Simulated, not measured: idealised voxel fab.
Process module name: voxel released beams
Section shown: cut. Width: 255 nm. Cell size: 5 nm, square.
Cross-section layout: square cells on a grid; listed as bands, top to bottom; a band spans one or more cell rows.
Top, bottom (nm), then materials left to right with widths (nm); lone material tagged "everywhere" fills the whole band edge to edge; "air" = empty space.
Measure heights from 0. That's the level where, below it, the as-received wafer is all one material. The lowest band is bottomless and extends downward; write it as in "0 -> down".
Think of "30 to 40" as a width that walks from the first number to the second as you go down the band, top row to bottom row, taking equal-sized steps from row to row.
Given "nothing changed" for a step, no cell of the cross-section differs between before and after that step.
If an empty space has no open way to the top and is at least 8 cells in size, "Voids, fully enclosed" lists it, written width x height at distance, where distance is measured from the left edge and every value is in nm.
On a step's line, text after the settings is the simulator commenting on that step.
A step line may carry the setting "overlay nm", which, for steps involving a mask, states the distance by which the mask lay to the right of its intended position; negative values denote displacement to the left.

# plan
1: RECEIVE,material Si
2: CONFORMAL_DEP,material Al2O3,thk nm 5
3: DIRECTIONAL_DEP,material SiO2,thk nm 15
4: MASKED_ETCH,tone open,mask id ANCHOR,width nm 35,etch materials SiO2,depth nm 15,overlay nm 0
5: CONFORMAL_DEP,material W,thk nm 10
6: DIRECTIONAL_DEP,material aC,thk nm 10
7: PATTERN,tone cover,mask id BEAM,material resist,width nm 95,thk nm 30,overlay nm 0
8: DIRECTIONAL_ETCH,etch materials aC,depth nm 10
9: STRIP,etch materials resist
10: DIRECTIONAL_ETCH,etch materials W,depth nm 10
11: STRIP,etch materials aC
12: STRIP,etch materials SiO2

# As received (post step 1): cross-section
    0 -> down | Si everywhere
    Voids, fully enclosed: none

# Figure: cross-sectional view of the wafer upon completion of the module, processed from the initial state and according to the plan depicted above, with one error introduced during execution
    30 -> 20 | air=75 / W=15 / air=15 / W=65 / air=85
    20 -> 15 | air=80 / W=10 / air=15 / W=10 / air=140
    15 -> 5 | air=80 / W=35 / air=140
    5 -> 0 | aC everywhere
    0 -> down | Si everywhere
    Voids, fully enclosed: none
Run error: step 2: run off-plan, actual operation and settings CONFORMAL_DEP,material aC,thk nm 5
